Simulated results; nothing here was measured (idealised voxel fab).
process module | voxel transistor to metal
cross-section cut | 170 nm wide | cells 5 nm
A cross-section is a grid of square cells, given in bands from the top down. A band is one or more rows of cells.
Each band's line starts with the height of the band's top and of its bottom, in nm. Then come its materials from left to right, each with its width in nm. One material with "throughout" fills the band from edge to edge. "air" is empty space.
Height 0 is the level under which the wafer as received is all one material. The lowest band goes on downwards, as in "0 down".
A width such as "30 to 40" changes by the same amount from each row of cells to the next, from the band's top row to its bottom row.
"no change" after a step means that no cell of the cross-section changed.
closed voids: empty space of 8 cells or more with no open way to the top, each as width x height at its distance from the left edge, in nm
after a step's settings: what the simulator itself notes on the step
overlay nm, on a step with a mask: how far to the right of its planned place the mask lay; to the left if negative
Each pair below shows a cross-section before one step and the cross-section after it, down to the lowest band that changed. The line under each pair gives the step between them, with its settings. The pairs can come from different runs of this module on the same starting wafer, so a pair continues from the pair above only where its "before" says so.
before
  60 to 55: TiN 35 | air 10 | TiN 75 | air 10 | TiN 40
  55 to 40: lowk 30 | TiN 5 | air 10 | TiN 5 | lowk 65 | TiN 5 | air 10 | TiN 5 | lowk 35
  40 to 35: SiCN 30 | TiN 20 | SiCN 65 | TiN 20 | SiCN 35
  35 to 30: SiO2 30 | TiN 5 | W 10 | TiN 5 | SiO2 65 | TiN 5 | W 10 | TiN 5 | SiO2 35
  30 to 25: SiO2 30 | TiN 20 | SiO2 65 | TiN 20 | SiO2 35
  25 to 15: W 60 | SiN 5 | HfO2 5 | TiN 5 | W 15 | TiN 5 | HfO2 5 | SiN 5 | W 65
  15 to 5: W 15 | SiGe 45 | SiN 5 | HfO2 5 | TiN 5 | W 15 | TiN 5 | HfO2 5 | SiN 5 | SiGe 45 | W 20
  5 to 0: W 15 | SiGe 5 | SiN 5 | SiGe 35 | SiN 5 | HfO2 5 | TiN 25 | HfO2 5 | SiN 5 | SiGe 35 | SiN 5 | SiGe 5 | W 20
  0 to -5: SiO2 25 | SiGe 35 | SiO2 5 | HfO2 35 | SiO2 5 | SiGe 35 | SiO2 30
  -5 to -20: SiO2 20 | Si 5 | SiGe 35 | Si 45 | SiGe 35 | Si 5 | SiO2 25
  -20 to -30: SiO2 20 | Si 125 | SiO2 25
  -30 down: Si throughout
  closed voids: none
after
  65 to 60: Cu throughout
  60 to 55: TiN 35 | Cu 10 | TiN 75 | Cu 10 | TiN 40
  55 to 40: lowk 30 | TiN 5 | Cu 10 | TiN 5 | lowk 65 | TiN 5 | Cu 10 | TiN 5 | lowk 35
  below 40: unchanged
  closed voids: none
the step between: op FILL_DEP | material Cu | thk nm 5
before: the cross-section after the pair above
after
  55 to 40: lowk 30 | TiN 5 | Cu 10 | TiN 5 | lowk 65 | TiN 5 | Cu 10 | TiN 5 | lowk 35
  below 40: unchanged
  closed voids: none
the step between: op CMP | height nm 55
before: the cross-section after the pair above
after
  60 to 55: air 25 | Ru 30 | air 55 | Ru 30 | air 30
  below 55: unchanged
  closed voids: none
the step between: op EPI | material Ru | thk nm 5
before: the cross-section after the pair above
after
  65 to 60: SiCN throughout
  60 to 55: SiCN 25 | Ru 30 | SiCN 55 | Ru 30 | SiCN 30
  below 55: unchanged
  closed voids: none
the step between: op FILL_DEP | material SiCN | thk nm 5
before: the cross-section after the pair above
after
  90 to 65: SiO2 throughout
  below 65: unchanged
  closed voids: none
the step between: op DIRECTIONAL_DEP | material SiO2 | thk nm 25
before: the cross-section after the pair above
after
  100 to 90: aC throughout
  below 90: unchanged
  closed voids: none
the step between: op DIRECTIONAL_DEP | material aC | thk nm 10
before: the cross-section after the pair above
after
  130 to 100: resist 30 | air 15 | resist 70 | air 15 | resist 40
  below 100: unchanged
  closed voids: none
the step between: op PATTERN | tone open | mask id METAL_2_HOLES | material resist | width nm 15 | pitch nm 85 | thk nm 30 | overlay nm 0
before: the cross-section after the pair above
after
  120 to 100: resist 30 | air 15 | resist 70 | air 15 | resist 40
  100 to 90: aC 30 | air 15 | aC 70 | air 15 | aC 40
  below 90: unchanged
  closed voids: none
the step between: op DIRECTIONAL_ETCH | etch materials aC | depth nm 10
before: the cross-section after the pair above
after
  100 to 90: aC 30 | air 15 | aC 70 | air 15 | aC 40
  below 90: unchanged
  closed voids: none
the step between: op STRIP | etch materials resist
before: the cross-section after the pair above
after
  100 to 90: aC 30 | air 15 | aC 70 | air 15 | aC 40
  90 to 65: SiO2 30 | air 15 | SiO2 70 | air 15 | SiO2 40
  below 65: unchanged
  closed voids: none
the step between: op DIRECTIONAL_ETCH | etch materials SiO2 | depth nm 25
before: the cross-section after the pair above
after
  90 to 65: SiO2 30 | air 15 | SiO2 70 | air 15 | SiO2 40
  below 65: unchanged
  closed voids: none
the step between: op STRIP | etch materials aC
before: the cross-section after the pair above
after
  105 to 90: resist 30 | air 20 | resist 65 | air 20 | resist 35
  below 90: unchanged
  closed voids: none
the step between: op PATTERN | tone open | mask id METAL_2 | material resist | width nm 20 | pitch nm 85 | thk nm 15 | overlay nm 0
before: the cross-section after the pair above
after
  105 to 90: resist 30 | air 20 | resist 65 | air 20 | resist 35
  90 to 75: SiO2 30 | air 20 | SiO2 65 | air 20 | SiO2 35
  below 75: unchanged
  closed voids: none
the step between: op DIRECTIONAL_ETCH | etch materials SiO2 | depth nm 15
before: the cross-section after the pair above
after
  105 to 90: resist 30 | air 20 | resist 65 | air 20 | resist 35
  90 to 75: SiO2 30 | air 20 | SiO2 65 | air 20 | SiO2 35
  75 to 65: SiO2 30 | air 15 | SiO2 70 | air 15 | SiO2 40
  65 to 60: SiCN 30 | air 15 | SiCN 70 | air 15 | SiCN 40
  below 60: unchanged
  closed voids: none
the step between: op DIRECTIONAL_ETCH | etch materials SiCN | depth nm 5
before: the cross-section after the pair above
after
  90 to 75: SiO2 30 | air 20 | SiO2 65 | air 20 | SiO2 35
  below 75: unchanged
  closed voids: none
the step between: op STRIP | etch materials resist
before: the cross-section after the pair above
after
  95 to 90: TiN 35 | air 10 | TiN 75 | air 10 | TiN 40
  90 to 80: SiO2 30 | TiN 5 | air 10 | TiN 5 | SiO2 65 | TiN 5 | air 10 | TiN 5 | SiO2 35
  80 to 75: SiO2 30 | TiN 5 | air 5 | TiN 10 | SiO2 65 | TiN 5 | air 5 | TiN 10 | SiO2 35
  75 to 65: SiO2 30 | TiN 5 | air 5 | TiN 5 | SiO2 70 | TiN 5 | air 5 | TiN 5 | SiO2 40
  65 to 60: SiCN 30 | TiN 15 | SiCN 70 | TiN 15 | SiCN 40
  below 60: unchanged
  closed voids: none
the step between: op CONFORMAL_DEP | material TiN | thk nm 5
before: the cross-section after the pair above
after
  105 to 95: Cu throughout
  95 to 90: TiN 35 | Cu 10 | TiN 75 | Cu 10 | TiN 40
  90 to 80: SiO2 30 | TiN 5 | Cu 10 | TiN 5 | SiO2 65 | TiN 5 | Cu 10 | TiN 5 | SiO2 35
  80 to 75: SiO2 30 | TiN 5 | Cu 5 | TiN 10 | SiO2 65 | TiN 5 | Cu 5 | TiN 10 | SiO2 35
  75 to 65: SiO2 30 | TiN 5 | Cu 5 | TiN 5 | SiO2 70 | TiN 5 | Cu 5 | TiN 5 | SiO2 40
  below 65: unchanged
  closed voids: none
the step between: op FILL_DEP | material Cu | thk nm 10
before: the cross-section after the pair above
after
  90 to 80: SiO2 30 | TiN 5 | Cu 10 | TiN 5 | SiO2 65 | TiN 5 | Cu 10 | TiN 5 | SiO2 35
  below 80: unchanged
  closed voids: none
the step between: op CMP | height nm 90
before: the cross-section after the pair above
after
  95 to 90: SiN throughout
  below 90: unchanged
  closed voids: none
the step between: op CONFORMAL_DEP | material SiN | thk nm 5
before
  35 to 25: SiO2 throughout
  25 to 15: SiO2 60 | SiN 5 | HfO2 5 | TiN 5 | W 15 | TiN 5 | HfO2 5 | SiN 5 | SiO2 65
  15 to 5: SiO2 15 | SiGe 45 | SiN 5 | HfO2 5 | TiN 5 | W 15 | TiN 5 | HfO2 5 | SiN 5 | SiGe 45 | SiO2 20
  5 to 0: SiO2 15 | SiGe 5 | SiN 5 | SiGe 35 | SiN 5 | HfO2 5 | TiN 25 | HfO2 5 | SiN 5 | SiGe 35 | SiN 5 | SiGe 5 | SiO2 20
  0 to -5: SiO2 25 | SiGe 35 | SiO2 5 | HfO2 35 | SiO2 5 | SiGe 35 | SiO2 30
  -5 to -20: SiO2 20 | Si 5 | SiGe 35 | Si 45 | SiGe 35 | Si 5 | SiO2 25
  -20 to -30: SiO2 20 | Si 125 | SiO2 25
  -30 down: Si throughout
  closed voids: none
after
  55 to 35: air 30 | resist 20 | air 65 | resist 20 | air 35
  below 35: unchanged
  closed voids: none
the step between: op PATTERN | tone cover | mask id CONTACT | material resist | width nm 20 | pitch nm 85 | thk nm 20 | overlay nm 0
before: the cross-section after the pair above
after
  55 to 35: air 30 | resist 20 | air 65 | resist 20 | air 35
  35 to 25: air 30 | SiO2 20 | air 65 | SiO2 20 | air 35
  25 to 15: air 30 | SiO2 20 | air 10 | SiN 5 | HfO2 5 | TiN 5 | W 15 | TiN 5 | HfO2 5 | SiN 5 | air 10 | SiO2 20 | air 35
  below 15: unchanged
  closed voids: none
the step between: op DIRECTIONAL_ETCH | etch materials SiO2 | depth nm 20
before: the cross-section after the pair above
after
  35 to 25: air 30 | SiO2 20 | air 65 | SiO2 20 | air 35
  below 25: unchanged
  closed voids: none
the step between: op STRIP | etch materials resist
before: the cross-section after the pair above
after
  40 to 35: air 25 | TiN 30 | air 55 | TiN 30 | air 30
  35 to 30: air 25 | TiN 5 | SiO2 20 | TiN 5 | air 55 | TiN 5 | SiO2 20 | TiN 5 | air 30
  30 to 25: air 25 | TiN 5 | SiO2 20 | TiN 65 | SiO2 20 | TiN 5 | air 30
  25 to 20: air 25 | TiN 5 | SiO2 20 | TiN 10 | SiN 5 | HfO2 5 | TiN 5 | W 15 | TiN 5 | HfO2 5 | SiN 5 | TiN 10 | SiO2 20 | TiN 5 | air 30
  20 to 15: TiN 30 | SiO2 20 | TiN 10 | SiN 5 | HfO2 5 | TiN 5 | W 15 | TiN 5 | HfO2 5 | SiN 5 | TiN 10 | SiO2 20 | TiN 35
  below 15: unchanged
  closed voids: none
the step between: op CONFORMAL_DEP | material TiN | thk nm 5
before: the cross-section after the pair above
after
  50 to 40: W throughout
  40 to 35: W 25 | TiN 30 | W 55 | TiN 30 | W 30
  35 to 30: W 25 | TiN 5 | SiO2 20 | TiN 5 | W 55 | TiN 5 | SiO2 20 | TiN 5 | W 30
  30 to 25: W 25 | TiN 5 | SiO2 20 | TiN 65 | SiO2 20 | TiN 5 | W 30
  25 to 20: W 25 | TiN 5 | SiO2 20 | TiN 10 | SiN 5 | HfO2 5 | TiN 5 | W 15 | TiN 5 | HfO2 5 | SiN 5 | TiN 10 | SiO2 20 | TiN 5 | W 30
  below 20: unchanged
  closed voids: none
the step between: op FILL_DEP | material W | thk nm 10
before: the cross-section after the pair above
after
  35 to 30: W 25 | TiN 5 | SiO2 20 | TiN 5 | W 55 | TiN 5 | SiO2 20 | TiN 5 | W 30
  below 30: unchanged
  closed voids: none
the step between: op CMP | height nm 35
before: the cross-section after the pair above
after
  40 to 35: SiCN throughout
  below 35: unchanged
  closed voids: none
the step between: op CONFORMAL_DEP | material SiCN | thk nm 5
before: the cross-section after the pair above
after
  55 to 40: lowk throughout
  below 40: unchanged
  closed voids: none
the step between: op DIRECTIONAL_DEP | material lowk | thk nm 15
before: the cross-section after the pair above
after
  65 to 55: aC throughout
  below 55: unchanged
  closed voids: none
the step between: op DIRECTIONAL_DEP | material aC | thk nm 10
before: the cross-section after the pair above
after
  95 to 65: resist 30 | air 20 | resist 65 | air 20 | resist 35
  below 65: unchanged
  closed voids: none
the step between: op PATTERN | tone open | mask id METAL_1 | material resist | width nm 20 | pitch nm 85 | thk nm 30 | overlay nm 0
before: the cross-section after the pair above
after
  85 to 65: resist 30 | air 20 | resist 65 | air 20 | resist 35
  65 to 55: aC 30 | air 20 | aC 65 | air 20 | aC 35
  below 55: unchanged
  closed voids: none
the step between: op DIRECTIONAL_ETCH | etch materials aC | depth nm 10
before: the cross-section after the pair above
after
  65 to 55: aC 30 | air 20 | aC 65 | air 20 | aC 35
  below 55: unchanged
  closed voids: none
the step between: op STRIP | etch materials resist
before: the cross-section after the pair above
after
  65 to 55: aC 30 | air 20 | aC 65 | air 20 | aC 35
  55 to 40: lowk 30 | air 20 | lowk 65 | air 20 | lowk 35
  below 40: unchanged
  closed voids: none
the step between: op DIRECTIONAL_ETCH | etch materials lowk | depth nm 15
before: the cross-section after the pair above
after
  65 to 55: aC 30 | air 20 | aC 65 | air 20 | aC 35
  55 to 40: lowk 30 | air 20 | lowk 65 | air 20 | lowk 35
  40 to 35: SiCN 30 | air 20 | SiCN 65 | air 20 | SiCN 35
  below 35: unchanged
  closed voids: none
the step between: op DIRECTIONAL_ETCH | etch materials SiCN | depth nm 5
before: the cross-section after the pair above
after
  55 to 40: lowk 30 | air 20 | lowk 65 | air 20 | lowk 35
  below 40: unchanged
  closed voids: none
the step between: op STRIP | etch materials aC
before: the cross-section after the pair above
after
  60 to 55: TiN 35 | air 10 | TiN 75 | air 10 | TiN 40
  55 to 40: lowk 30 | TiN 5 | air 10 | TiN 5 | lowk 65 | TiN 5 | air 10 | TiN 5 | lowk 35
  40 to 35: SiCN 30 | TiN 20 | SiCN 65 | TiN 20 | SiCN 35
  below 35: unchanged
  closed voids: none
the step between: op CONFORMAL_DEP | material TiN | thk nm 5
before: the cross-section after the pair above
after
  65 to 60: Cu throughout
  60 to 55: TiN 35 | Cu 10 | TiN 75 | Cu 10 | TiN 40
  55 to 40: lowk 30 | TiN 5 | Cu 10 | TiN 5 | lowk 65 | TiN 5 | Cu 10 | TiN 5 | lowk 35
  below 40: unchanged
  closed voids: none
the step between: op FILL_DEP | material Cu | thk nm 5
before: the cross-section after the pair above
after
  55 to 40: lowk 30 | TiN 5 | Cu 10 | TiN 5 | lowk 65 | TiN 5 | Cu 10 | TiN 5 | lowk 35
  below 40: unchanged
  closed voids: none
the step between: op CMP | height nm 55
before: the cross-section after the pair above
after
  60 to 55: air 25 | Ru 30 | air 55 | Ru 30 | air 30
  below 55: unchanged
  closed voids: none
the step between: op EPI | material Ru | thk nm 5
before: the cross-section after the pair above
after
  65 to 60: SiCN throughout
  60 to 55: SiCN 25 | Ru 30 | SiCN 55 | Ru 30 | SiCN 30
  below 55: unchanged
  closed voids: none
the step between: op FILL_DEP | material SiCN | thk nm 5
before: the cross-section after the pair above
after
  90 to 65: SiO2 throughout
  below 65: unchanged
  closed voids: none
the step between: op DIRECTIONAL_DEP | material SiO2 | thk nm 25
before: the cross-section after the pair above
after
  100 to 90: aC throughout
  below 90: unchanged
  closed voids: none
the step between: op DIRECTIONAL_DEP | material aC | thk nm 10
before: the cross-section after the pair above
after
  130 to 100: resist 30 | air 15 | resist 70 | air 15 | resist 40
  below 100: unchanged
  closed voids: none
the step between: op PATTERN | tone open | mask id METAL_2_HOLES | material resist | width nm 15 | pitch nm 85 | thk nm 30 | overlay nm 0
before: the cross-section after the pair above
after
  120 to 100: resist 30 | air 15 | resist 70 | air 15 | resist 40
  100 to 90: aC 30 | air 15 | aC 70 | air 15 | aC 40
  below 90: unchanged
  closed voids: none
the step between: op DIRECTIONAL_ETCH | etch materials aC | depth nm 10
before: the cross-section after the pair above
after
  100 to 90: aC 30 | air 15 | aC 70 | air 15 | aC 40
  below 90: unchanged
  closed voids: none
the step between: op STRIP | etch materials resist
before: the cross-section after the pair above
after
  100 to 90: aC 30 | air 15 | aC 70 | air 15 | aC 40
  90 to 65: SiO2 30 | air 15 | SiO2 70 | air 15 | SiO2 40
  below 65: unchanged
  closed voids: none
the step between: op DIRECTIONAL_ETCH | etch materials SiO2 | depth nm 25
before: the cross-section after the pair above
after
  90 to 65: SiO2 30 | air 15 | SiO2 70 | air 15 | SiO2 40
  below 65: unchanged
  closed voids: none
the step between: op STRIP | etch materials aC
before: the cross-section after the pair above
after
  105 to 90: resist 30 | air 20 | resist 65 | air 20 | resist 35
  below 90: unchanged
  closed voids: none
the step between: op PATTERN | tone open | mask id METAL_2 | material resist | width nm 20 | pitch nm 85 | thk nm 15 | overlay nm 0
before: the cross-section after the pair above
after
  105 to 90: resist 30 | air 20 | resist 65 | air 20 | resist 35
  90 to 75: SiO2 30 | air 20 | SiO2 65 | air 20 | SiO2 35
  below 75: unchanged
  closed voids: none
the step between: op DIRECTIONAL_ETCH | etch materials SiO2 | depth nm 15
before: the cross-section after the pair above
after
  105 to 90: resist 30 | air 20 | resist 65 | air 20 | resist 35
  90 to 75: SiO2 30 | air 20 | SiO2 65 | air 20 | SiO2 35
  75 to 65: SiO2 30 | air 15 | SiO2 70 | air 15 | SiO2 40
  65 to 60: SiCN 30 | air 15 | SiCN 70 | air 15 | SiCN 40
  below 60: unchanged
  closed voids: none
the step between: op DIRECTIONAL_ETCH | etch materials SiCN | depth nm 5
before: the cross-section after the pair above
after
  90 to 75: SiO2 30 | air 20 | SiO2 65 | air 20 | SiO2 35
  below 75: unchanged
  closed voids: none
the step between: op STRIP | etch materials resist
before: the cross-section after the pair above
after
  95 to 90: TiN 35 | air 10 | TiN 75 | air 10 | TiN 40
  90 to 80: SiO2 30 | TiN 5 | air 10 | TiN 5 | SiO2 65 | TiN 5 | air 10 | TiN 5 | SiO2 35
  80 to 75: SiO2 30 | TiN 5 | air 5 | TiN 10 | SiO2 65 | TiN 5 | air 5 | TiN 10 | SiO2 35
  75 to 65: SiO2 30 | TiN 5 | air 5 | TiN 5 | SiO2 70 | TiN 5 | air 5 | TiN 5 | SiO2 40
  65 to 60: SiCN 30 | TiN 15 | SiCN 70 | TiN 15 | SiCN 40
  below 60: unchanged
  closed voids: none
the step between: op CONFORMAL_DEP | material TiN | thk nm 5
before: the cross-section after the pair above
after
  105 to 95: Cu throughout
  95 to 90: TiN 35 | Cu 10 | TiN 75 | Cu 10 | TiN 40
  90 to 80: SiO2 30 | TiN 5 | Cu 10 | TiN 5 | SiO2 65 | TiN 5 | Cu 10 | TiN 5 | SiO2 35
  80 to 75: SiO2 30 | TiN 5 | Cu 5 | TiN 10 | SiO2 65 | TiN 5 | Cu 5 | TiN 10 | SiO2 35
  75 to 65: SiO2 30 | TiN 5 | Cu 5 | TiN 5 | SiO2 70 | TiN 5 | Cu 5 | TiN 5 | SiO2 40
  below 65: unchanged
  closed voids: none
the step between: op FILL_DEP | material Cu | thk nm 10
before: the cross-section after the pair above
after
  90 to 80: SiO2 30 | TiN 5 | Cu 10 | TiN 5 | SiO2 65 | TiN 5 | Cu 10 | TiN 5 | SiO2 35
  below 80: unchanged
  closed voids: none
the step between: op CMP | height nm 90
before: the cross-section after the pair above
after
  95 to 90: SiN throughout
  below 90: unchanged
  closed voids: none
the step between: op CONFORMAL_DEP | material SiN | thk nm 5
